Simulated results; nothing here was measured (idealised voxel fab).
Process module, titled voxel fin reveal
It is cross-section cut that appears here, measuring 265 nm in width, its square cells being 5 nm in size.
A cross-section is written here as square cells arranged in a grid, and it is given in bands from the top down, each band taking up one or more rows of cells. Heights first: top, then bottom, in nm. Then materials, left to right, each with a width in nm. "throughout" on a single material: fills the band edge to edge. "blank": empty space. A quick word on heights: they are counted from 0, and under that level the wafer as it came to us is one material throughout. The lowest band is different from the rest in having no bottom; it simply continues downward, written as in "0 down". You'd read "30->40" like this: the band's top row of cells is as wide as the first number, its bottom row is as wide as the second, and going down, every row changes width by the same amount as the row before did. Step note "remained the same" = no cross-section cell changed. Heads up: "Fully sealed cavities" only lists the empty pockets with no open path to the top that are 8 cells or more, and it writes them as width x height at distance, distance from the left edge, in nm. It should be noted that, on the line of a given step, the content following the step's settings is a remark produced by the simulator itself with respect to that step. overlay nm, on a step with a mask: how far to the right of its planned place the mask lay; to the left if negative.

plan
1: RECEIVE,material Si
2: CONFORMAL_DEP,material SiN,thk nm 5
3: PATTERN,tone cover,mask id FINS,material resist,width nm 15,pitch nm 45,thk nm 15,overlay nm 0
4: DIRECTIONAL_ETCH,etch materials SiN,depth nm 5
5: DIRECTIONAL_ETCH,etch materials Si,depth nm 30
6: STRIP,etch materials resist
7: OXIDIZE,depth nm 5
8: FILL_DEP,material SiO2,thk nm 15
9: CMP,height nm 5
10: SELECTIVE_ETCH,etch materials SiO2,depth nm 15
11: STRIP,etch materials SiN
12: CONFORMAL_DEP,material SiO2,thk nm 5

Wafer cross-section on receipt, i.e. after step 1
	0 down | Si throughout
	Fully sealed cavities: none

first wafer at the end, as planned
	5 to 0 | blank: 55 / SiO2: 15 / blank: 30 / SiO2: 15 / blank: 30 / SiO2: 15 / blank: 30 / SiO2: 15 / blank: 60
	0 to -5 | blank: 55 / SiO2: 5 / Si: 5 / SiO2: 5 / blank: 30 / SiO2: 5 / Si: 5 / SiO2: 5 / blank: 30 / SiO2: 5 / Si: 5 / SiO2: 5 / blank: 30 / SiO2: 5 / Si: 5 / SiO2: 5 / blank: 60
	-5 to -35 | SiO2: 60 / Si: 5 / SiO2: 40 / Si: 5 / SiO2: 40 / Si: 5 / SiO2: 40 / Si: 5 / SiO2: 65
	-35 down | Si throughout
	Fully sealed cavities: none

This is the second of the two wafers, cross-sectioned at the end of the module; it started exactly like the first and was given the same plan, but it was run with one mistake
	5 to 0 | blank: 45 / SiO2: 15 / blank: 30 / SiO2: 15 / blank: 30 / SiO2: 15 / blank: 30 / SiO2: 15 / blank: 70
	0 to -5 | blank: 45 / SiO2: 5 / Si: 5 / SiO2: 5 / blank: 30 / SiO2: 5 / Si: 5 / SiO2: 5 / blank: 30 / SiO2: 5 / Si: 5 / SiO2: 5 / blank: 30 / SiO2: 5 / Si: 5 / SiO2: 5 / blank: 70
	-5 to -35 | SiO2: 50 / Si: 5 / SiO2: 40 / Si: 5 / SiO2: 40 / Si: 5 / SiO2: 40 / Si: 5 / SiO2: 75
	-35 down | Si throughout
	Fully sealed cavities: none
What went wrong in running the wafer? step 3 was run on a setting that differed from the plan, and what really ran there is PATTERN,tone cover,mask id FINS,material resist,width nm 15,pitch nm 45,thk nm 15,overlay nm -10
at the end the second wafer has, in cells: as many of each material as the first, in other places
